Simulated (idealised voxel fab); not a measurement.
The process module presented herein is designated voxel transistor to metal.
Cross-sectional view cut (width: 300 nm; square cell size: 5 nm).
A cross-section in this document is a grid of square cells, and it is written down as bands, the top band listed before the ones below it; a band is made up of one or more rows of cells.
The entry gives the band's vertical extent as a top height and a bottom height in nm, then its horizontal make-up as materials from left to right, each with a width in nm. "empty" stands for empty space; a single material marked "everywhere" fills the band edge to edge.
Heights are measured from 0, the level below which the as-received wafer is all one material; the lowest band has no bottom and continues downward, written as in "z 0 and below".
A two-number width, for instance "30 to 40", indicates that the width is equal to the first number in the top row of the band and to the second number in the bottom row, and that it changes by a constant amount per row of cells.
What does "nothing got changed" mean for a step? It means no cell of the cross-section changed in that step.
Entry "Trapped cavities". Content: empty spaces with no open connection to the top, size 8 cells or greater. Each: width x height at distance. Distance: from left edge. Unit: nm.
Step line, after settings: the simulator's comment on this step.
A step's line can hold "overlay nm"; with a mask on that step, the setting says how far right of the planned place the mask lay, while a negative setting says it lay to the left.
# The process steps that were planned are listed below
| 1 | RECEIVE, material Si |
| 2 | OXIDIZE, depth nm 5 |
| 3 | CONFORMAL_DEP, material SiN, thk nm 15 |
| 4 | MASKED_ETCH, tone cover, mask id ACTIVE, width nm 95, pitch nm 130, etch materials SiN, depth nm 15, overlay nm 0 |
| 5 | MASKED_ETCH, tone cover, mask id ACTIVE, width nm 105, pitch nm 130, etch materials SiO2, depth nm 5, overlay nm 0 |
| 6 | MASKED_ETCH, tone cover, mask id ACTIVE, width nm 105, pitch nm 130, etch materials Si, depth nm 20, overlay nm 0 |
| 7 | FILL_DEP, material SiO2, thk nm 10 |
| 8 | CMP, height nm 15 |
| 9 | SELECTIVE_ETCH, etch materials SiO2, depth nm 5 |
| 10 | STRIP, etch materials SiN |
| 11 | SELECTIVE_ETCH, etch materials SiO2, depth nm 5 |
| 12 | OXIDIZE, depth nm 5 |
| 13 | DIRECTIONAL_DEP, material polySi, thk nm 30 |
| 14 | DIRECTIONAL_DEP, material SiCN, thk nm 10 |
| 15 | PATTERN, tone cover, mask id GATE, material resist, width nm 15, pitch nm 130, thk nm 20, overlay nm 0 |
| 16 | DIRECTIONAL_ETCH, etch materials SiCN, depth nm 20 |
| 17 | DIRECTIONAL_ETCH, etch materials polySi, depth nm 40 |
| 18 | STRIP, etch materials resist |
| 19 | CONFORMAL_DEP, material SiN, thk nm 10 |
| 20 | DIRECTIONAL_ETCH, etch materials SiN, depth nm 10 |
| 21 | DIRECTIONAL_ETCH, etch materials SiO2, depth nm 5 |
| 22 | DIRECTIONAL_ETCH, etch materials Si, depth nm 10 |
| 23 | EPI, material SiGe, thk nm 15 |
| 24 | FILL_DEP, material SiO2, thk nm 10 |
| 25 | CMP, height nm 35 |
| 26 | DIRECTIONAL_DEP, material SiO2, thk nm 15 |
| 27 | PATTERN, tone open, mask id CONTACT, material resist, width nm 20, thk nm 20, overlay nm 0 |
| 28 | DIRECTIONAL_ETCH, etch materials SiO2, depth nm 45 |
| 29 | STRIP, etch materials resist |
| 30 | CONFORMAL_DEP, material TiN, thk nm 5 |
| 31 | FILL_DEP, material W, thk nm 5 |
| 32 | CMP, height nm 50 |
| 33 | DIRECTIONAL_DEP, material TiN, thk nm 5 |
| 34 | DIRECTIONAL_DEP, material W, thk nm 20 |
| 35 | MASKED_ETCH, tone cover, mask id METAL_1, width nm 20, etch materials W, depth nm 20, overlay nm 0 |
| 36 | MASKED_ETCH, tone cover, mask id METAL_1, width nm 20, etch materials TiN, depth nm 5, overlay nm 0 |
| 37 | FILL_DEP, material SiO2, thk nm 5 |
| 38 | CMP, height nm 75 |
| 39 | CONFORMAL_DEP, material SiCN, thk nm 5 |
| 40 | DIRECTIONAL_DEP, material lowk, thk nm 30 |
| 41 | DIRECTIONAL_DEP, material aC, thk nm 10 |
| 42 | PATTERN, tone open, mask id METAL_2, material resist, width nm 20, pitch nm 130, thk nm 30, overlay nm 0 |
| 43 | DIRECTIONAL_ETCH, etch materials aC, depth nm 10 |
| 44 | STRIP, etch materials resist |
| 45 | DIRECTIONAL_ETCH, etch materials lowk, depth nm 15 |
| 46 | STRIP, etch materials aC |
| 47 | DIRECTIONAL_DEP, material aC, thk nm 10 |
| 48 | PATTERN, tone open, mask id METAL_2_HOLES, material resist, width nm 15, pitch nm 130, thk nm 25, overlay nm 0 |
| 49 | DIRECTIONAL_ETCH, etch materials aC, depth nm 10 |
| 50 | STRIP, etch materials resist |
| 51 | DIRECTIONAL_ETCH, etch materials lowk, depth nm 15 |
| 52 | DIRECTIONAL_ETCH, etch materials SiCN, depth nm 5 |
| 53 | STRIP, etch materials aC |
| 54 | CONFORMAL_DEP, material TiN, thk nm 5 |
| 55 | FILL_DEP, material Cu, thk nm 10 |
| 56 | CMP, height nm 110 |
| 57 | CONFORMAL_DEP, material SiCN, thk nm 5 |
Be aware that, although all wafers share a common starting state, the width nm at step 4 differs among them, and the plan displays the first wafer's value.
# After step 1, as received: first of several wafers, cross-section
> z 0 and below: Si everywhere
> Trapped cavities: none
# Cross-section, first of several wafers, end of module, after last step 57
> z 115 to 110: SiCN everywhere
> z 110 to 100: lowk=35  TiN=5  Cu=10  TiN=5  lowk=110  TiN=5  Cu=10  TiN=5  lowk=115
> z 100 to 95: lowk=35  TiN=5  Cu=5  TiN=10  lowk=110  TiN=5  Cu=5  TiN=10  lowk=115
> z 95 to 80: lowk=35  TiN=5  Cu=5  TiN=5  lowk=115  TiN=5  Cu=5  TiN=5  lowk=120
> z 80 to 75: SiCN=35  TiN=15  SiCN=115  TiN=15  SiCN=120
> z 75 to 55: SiO2=35  W=20  SiO2=55  W=20  SiO2=35  W=20  SiO2=55  W=20  SiO2=40
> z 55 to 50: SiO2=35  TiN=20  SiO2=55  TiN=20  SiO2=35  TiN=20  SiO2=55  TiN=20  SiO2=40
> z 50 to 35: SiO2=35  TiN=5  W=10  TiN=5  SiO2=55  TiN=5  W=10  TiN=5  SiO2=35  TiN=5  W=10  TiN=5  SiO2=55  TiN=5  W=10  TiN=5  SiO2=40
> z 35 to 25: SiO2=35  TiN=5  W=10  TiN=5  SiO2=10  SiN=10  SiCN=15  SiN=10  SiO2=10  TiN=5  W=10  TiN=5  SiO2=35  TiN=5  W=10  TiN=5  SiO2=10  SiN=10  SiCN=15  SiN=10  SiO2=10  TiN=5  W=10  TiN=5  SiO2=40
> z 25 to 10: SiO2=35  TiN=5  W=10  TiN=5  SiO2=10  SiN=10  polySi=15  SiN=10  SiO2=10  TiN=5  W=10  TiN=5  SiO2=35  TiN=5  W=10  TiN=5  SiO2=10  SiN=10  polySi=15  SiN=10  SiO2=10  TiN=5  W=10  TiN=5  SiO2=40
> z 10 to 5: SiO2=35  TiN=20  SiO2=10  SiN=10  polySi=15  SiN=10  SiO2=10  TiN=20  SiO2=35  TiN=20  SiO2=10  SiN=10  polySi=15  SiN=10  SiO2=10  TiN=20  SiO2=40
> z 5 to -5: SiO2=30  SiN=10  SiGe=25  SiN=10  polySi=15  SiN=10  SiGe=25  SiN=10  SiO2=25  SiN=10  SiGe=25  SiN=10  polySi=15  SiN=10  SiGe=25  SiN=10  SiO2=35
> z -5 to -10: SiO2=40  SiGe=25  SiO2=35  SiGe=25  SiO2=45  SiGe=25  SiO2=35  SiGe=25  SiO2=45
> z -10 to -20: SiO2=30  Si=10  SiGe=25  Si=35  SiGe=25  Si=10  SiO2=25  Si=10  SiGe=25  Si=35  SiGe=25  Si=10  SiO2=35
> z -20 to -25: SiO2=30  Si=105  SiO2=25  Si=105  SiO2=35
> z -25 and below: Si everywhere
> Trapped cavities: none
# Cross-section of the last wafer at end of module
> z 115 to 110: SiCN everywhere
> z 110 to 100: lowk=35  TiN=5  Cu=10  TiN=5  lowk=110  TiN=5  Cu=10  TiN=5  lowk=115
> z 100 to 95: lowk=35  TiN=5  Cu=5  TiN=10  lowk=110  TiN=5  Cu=5  TiN=10  lowk=115
> z 95 to 80: lowk=35  TiN=5  Cu=5  TiN=5  lowk=115  TiN=5  Cu=5  TiN=5  lowk=120
> z 80 to 75: SiCN=35  TiN=15  SiCN=115  TiN=15  SiCN=120
> z 75 to 55: SiO2=35  W=20  SiO2=55  W=20  SiO2=35  W=20  SiO2=55  W=20  SiO2=40
> z 55 to 50: SiO2=35  TiN=20  SiO2=55  TiN=20  SiO2=35  TiN=20  SiO2=55  TiN=20  SiO2=40
> z 50 to 35: SiO2=35  TiN=5  W=10  TiN=5  SiO2=55  TiN=5  W=10  TiN=5  SiO2=35  TiN=5  W=10  TiN=5  SiO2=55  TiN=5  W=10  TiN=5  SiO2=40
> z 35 to 25: SiO2=35  TiN=5  W=10  TiN=5  SiO2=10  SiN=10  SiCN=15  SiN=10  SiO2=10  TiN=5  W=10  TiN=5  SiO2=35  TiN=5  W=10  TiN=5  SiO2=10  SiN=10  SiCN=15  SiN=10  SiO2=10  TiN=5  W=10  TiN=5  SiO2=40
> z 25 to 10: SiO2=35  TiN=5  W=10  TiN=5  SiO2=10  SiN=10  polySi=15  SiN=10  SiO2=10  TiN=5  W=10  TiN=5  SiO2=35  TiN=5  W=10  TiN=5  SiO2=10  SiN=10  polySi=15  SiN=10  SiO2=10  TiN=5  W=10  TiN=5  SiO2=40
> z 10 to 5: SiO2=35  TiN=20  SiO2=10  SiN=10  polySi=15  SiN=10  SiO2=10  TiN=20  SiO2=35  TiN=20  SiO2=10  SiN=10  polySi=15  SiN=10  SiO2=10  TiN=20  SiO2=40
> z 5 to -5: SiO2=20  SiN=10  SiGe=15  SiO2=5  SiGe=15  SiN=10  polySi=15  SiN=10  SiGe=15  SiO2=5  SiGe=15  SiN=10  SiO2=5  SiN=10  SiGe=15  SiO2=5  SiGe=15  SiN=10  polySi=15  SiN=10  SiGe=15  SiO2=5  SiGe=15  SiN=10  SiO2=25
> z -5 to -10: SiO2=30  SiGe=35  SiO2=35  SiGe=35  SiO2=25  SiGe=35  SiO2=35  SiGe=35  SiO2=35
> z -10 to -20: SiO2=25  Si=5  SiGe=35  Si=35  SiGe=35  Si=5  SiO2=15  Si=5  SiGe=35  Si=35  SiGe=35  Si=5  SiO2=30
> z -20 to -25: SiO2=25  Si=115  SiO2=15  Si=115  SiO2=30
> z -25 and below: Si everywhere
> Trapped cavities: none
# Per wafer, end of module: cells gained (+) or lost (-) per material since receipt, then closed voids
width nm 95; +16 Cu; -214 Si; +126 SiCN; +100 SiGe; +80 SiN; +662 SiO2; +128 TiN; +128 W; +318 lowk; +36 polySi; Trapped cavities: none
width nm 100; +16 Cu; -218 Si; +126 SiCN; +110 SiGe; +80 SiN; +656 SiO2; +128 TiN; +128 W; +318 lowk; +36 polySi; Trapped cavities: none
width nm 105; +16 Cu; -222 Si; +126 SiCN; +120 SiGe; +80 SiN; +650 SiO2; +128 TiN; +128 W; +318 lowk; +36 polySi; Trapped cavities: none
width nm 110; +16 Cu; -220 Si; +126 SiCN; +126 SiGe; +80 SiN; +642 SiO2; +128 TiN; +128 W; +318 lowk; +36 polySi; Trapped cavities: none
width nm 115; +16 Cu; -218 Si; +126 SiCN; +132 SiGe; +80 SiN; +634 SiO2; +128 TiN; +128 W; +318 lowk; +36 polySi; Trapped cavities: none
